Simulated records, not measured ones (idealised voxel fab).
process module | voxel wiring stack
cross-section cut | 215 nm wide | cells 5 nm
A cross-section is a grid of square cells, given in bands from the top down. A band is one or more rows of cells.
Each band's line starts with the height of the band's top and of its bottom, in nm. Then come its materials from left to right, each with its width in nm. One material with "throughout" fills the band from edge to edge. "air" is empty space.
Height 0 is the level under which the wafer as received is all one material. The lowest band goes on downwards, as in "0 down".
A width such as "30 to 40" changes by the same amount from each row of cells to the next, from the band's top row to its bottom row.
"no change" after a step means that no cell of the cross-section changed.
closed voids: empty space of 8 cells or more with no open way to the top, each as width x height at its distance from the left edge, in nm
after a step's settings: what the simulator itself notes on the step
overlay nm, on a step with a mask: how far to the right of its planned place the mask lay; to the left if negative
plan
1 op RECEIVE | material Si
2 op CONFORMAL_DEP | material SiO2 | thk nm 10
3 op DIRECTIONAL_DEP | material TiN | thk nm 5
4 op DIRECTIONAL_DEP | material Ru | thk nm 15
5 op MASKED_ETCH | tone cover | mask id METAL_1 | width nm 25 | pitch nm 50 | etch materials Ru | depth nm 15 | overlay nm 0
6 op MASKED_ETCH | tone cover | mask id METAL_1 | width nm 25 | pitch nm 50 | etch materials TiN | depth nm 5 | overlay nm 0
7 op FILL_DEP | material lowk | thk nm 5
8 op CMP | height nm 30
9 op CONFORMAL_DEP | material SiCN | thk nm 5
10 op DIRECTIONAL_DEP | material SiO2 | thk nm 15
11 op PATTERN | tone open | mask id PLUG_1 | material resist | width nm 15 | thk nm 15 | overlay nm 0
12 op DIRECTIONAL_ETCH | etch materials SiO2 | depth nm 15
13 op DIRECTIONAL_ETCH | etch materials SiCN | depth nm 5
14 op STRIP | etch materials resist
15 op EPI | material Ru | thk nm 10
16 op EPI | material Ru | thk nm 10
17 op DIRECTIONAL_DEP | material TiN | thk nm 5
18 op DIRECTIONAL_DEP | material Ru | thk nm 20
19 op DIRECTIONAL_DEP | material aC | thk nm 15
20 op PATTERN | tone cover | mask id METAL_2 | material resist | width nm 25 | pitch nm 50 | thk nm 35 | overlay nm 0
21 op DIRECTIONAL_ETCH | etch materials aC | depth nm 15
22 op STRIP | etch materials resist
23 op DIRECTIONAL_ETCH | etch materials Ru | depth nm 20
24 op DIRECTIONAL_ETCH | etch materials TiN | depth nm 5
25 op STRIP | etch materials aC
26 op CONFORMAL_DEP | material SiN | thk nm 5
27 op FILL_DEP | material SiO2 | thk nm 5
28 op CMP | height nm 75
29 op CONFORMAL_DEP | material SiCN | thk nm 5
30 op DIRECTIONAL_DEP | material lowk | thk nm 10
31 op MASKED_ETCH | tone open | mask id PLUG_2 | width nm 15 | pitch nm 50 | etch materials lowk | depth nm 10 | overlay nm 0
32 op MASKED_ETCH | tone open | mask id PLUG_2 | width nm 15 | pitch nm 50 | etch materials SiCN | depth nm 5 | overlay nm 0
33 op CONFORMAL_DEP | material TiN | thk nm 5
34 op FILL_DEP | material Ru | thk nm 10
35 op CMP | height nm 90
36 op CONFORMAL_DEP | material SiCN | thk nm 5
37 op DIRECTIONAL_DEP | material SiO2 | thk nm 20
38 op PATTERN | tone open | mask id METAL_3 | material resist | width nm 25 | pitch nm 50 | thk nm 15 | overlay nm 0
39 op DIRECTIONAL_ETCH | etch materials SiO2 | depth nm 20
40 op DIRECTIONAL_ETCH | etch materials SiCN | depth nm 5
41 op STRIP | etch materials resist
42 op CONFORMAL_DEP | material TiN | thk nm 5
43 op FILL_DEP | material W | thk nm 10
44 op CMP | height nm 115
45 op EPI | material Ru | thk nm 5
46 op FILL_DEP | material SiCN | thk nm 5
47 op DIRECTIONAL_DEP | material lowk | thk nm 30
48 op DIRECTIONAL_DEP | material aC | thk nm 10
49 op PATTERN | tone open | mask id METAL_4_HOLES | material resist | width nm 15 | thk nm 30 | overlay nm 0
50 op DIRECTIONAL_ETCH | etch materials aC | depth nm 10
51 op STRIP | etch materials resist
52 op DIRECTIONAL_ETCH | etch materials lowk | depth nm 30
53 op STRIP | etch materials aC
54 op DIRECTIONAL_DEP | material aC | thk nm 10
55 op PATTERN | tone open | mask id METAL_4 | material resist | width nm 25 | pitch nm 50 | thk nm 25 | overlay nm 0
56 op DIRECTIONAL_ETCH | etch materials aC | depth nm 10
57 op STRIP | etch materials resist
58 op DIRECTIONAL_ETCH | etch materials lowk | depth nm 15
59 op DIRECTIONAL_ETCH | etch materials SiCN | depth nm 5
60 op STRIP | etch materials aC
61 op CONFORMAL_DEP | material TiN | thk nm 5
62 op FILL_DEP | material Cu | thk nm 5
63 op CMP | height nm 155
64 op CONFORMAL_DEP | material SiN | thk nm 5
as received, after step 1
  0 down: Si throughout
  closed voids: none
first wafer at the end, as planned
  160 to 155: SiN throughout
  155 to 145: lowk 70 | TiN 5 | Cu 15 | TiN 5 | lowk 25 | TiN 5 | Cu 15 | TiN 5 | lowk 70
  145 to 140: lowk 70 | TiN 5 | Cu 5 | TiN 15 | lowk 25 | TiN 25 | lowk 70
  140 to 125: lowk 70 | TiN 5 | Cu 5 | TiN 5 | lowk 130
  125 to 120: SiCN 70 | TiN 15 | SiCN 130
  120 to 115: SiCN 65 | Ru 35 | SiCN 15 | Ru 35 | SiCN 65
  115 to 95: SiO2 70 | TiN 5 | W 15 | TiN 5 | SiO2 25 | TiN 5 | W 15 | TiN 5 | SiO2 70
  95 to 90: SiCN 70 | TiN 25 | SiCN 25 | TiN 25 | SiCN 70
  90 to 80: lowk 70 | TiN 5 | Ru 5 | TiN 5 | lowk 35 | TiN 5 | Ru 5 | TiN 5 | lowk 80
  80 to 75: SiCN 70 | TiN 15 | SiCN 35 | TiN 15 | SiCN 80
  75 to 55: SiO2 65 | SiN 5 | Ru 25 | SiN 5 | SiO2 15 | SiN 5 | Ru 25 | SiN 5 | SiO2 65
  55 to 50: SiN 70 | TiN 25 | SiN 25 | TiN 25 | SiN 70
  50 to 35: SiO2 70 | Ru 15 | SiO2 130
  35 to 30: SiCN 70 | Ru 15 | SiCN 130
  30 to 15: lowk 70 | Ru 25 | lowk 25 | Ru 25 | lowk 70
  15 to 10: lowk 70 | TiN 25 | lowk 25 | TiN 25 | lowk 70
  10 to 0: SiO2 throughout
  0 down: Si throughout
  closed voids: none
second wafer at the end: like start, like plan, one mistake
  160 to 155: SiN throughout
  155 to 145: lowk 70 | TiN 5 | Cu 15 | TiN 5 | lowk 25 | TiN 5 | Cu 15 | TiN 5 | lowk 70
  145 to 140: lowk 70 | TiN 5 | Cu 5 | TiN 15 | lowk 25 | TiN 25 | lowk 70
  140 to 125: lowk 70 | TiN 5 | Cu 5 | TiN 5 | lowk 130
  125 to 120: SiCN 70 | TiN 15 | SiCN 130
  120 to 115: SiCN 65 | Ru 35 | SiCN 15 | Ru 35 | SiCN 65
  115 to 95: SiO2 70 | TiN 5 | W 15 | TiN 5 | SiO2 25 | TiN 5 | W 15 | TiN 5 | SiO2 70
  95 to 90: SiCN 70 | TiN 25 | SiCN 25 | TiN 25 | SiCN 70
  90 to 85: TiN 75 | Ru 5 | TiN 45 | Ru 5 | TiN 85
  85 to 75: lowk 70 | TiN 5 | Ru 5 | TiN 5 | lowk 35 | TiN 5 | Ru 5 | TiN 5 | lowk 80
  75 to 70: SiCN 70 | TiN 15 | SiCN 35 | TiN 15 | SiCN 80
  70 to 55: SiO2 65 | SiN 5 | Ru 25 | SiN 5 | SiO2 15 | SiN 5 | Ru 25 | SiN 5 | SiO2 65
  55 to 50: SiN 70 | TiN 25 | SiN 25 | TiN 25 | SiN 70
  50 to 35: SiO2 70 | Ru 15 | SiO2 130
  35 to 30: SiCN 70 | Ru 15 | SiCN 130
  30 to 15: lowk 70 | Ru 25 | lowk 25 | Ru 25 | lowk 70
  15 to 10: lowk 70 | TiN 25 | lowk 25 | TiN 25 | lowk 70
  10 to 0: SiO2 throughout
  0 down: Si throughout
  closed voids: none
what went wrong: step 28 ran as: op CMP | height nm 70
at the end the second wafer has, in cells: 8 fewer of Ru | 4 fewer of SiN | 29 fewer of SiO2 | 41 more of TiN
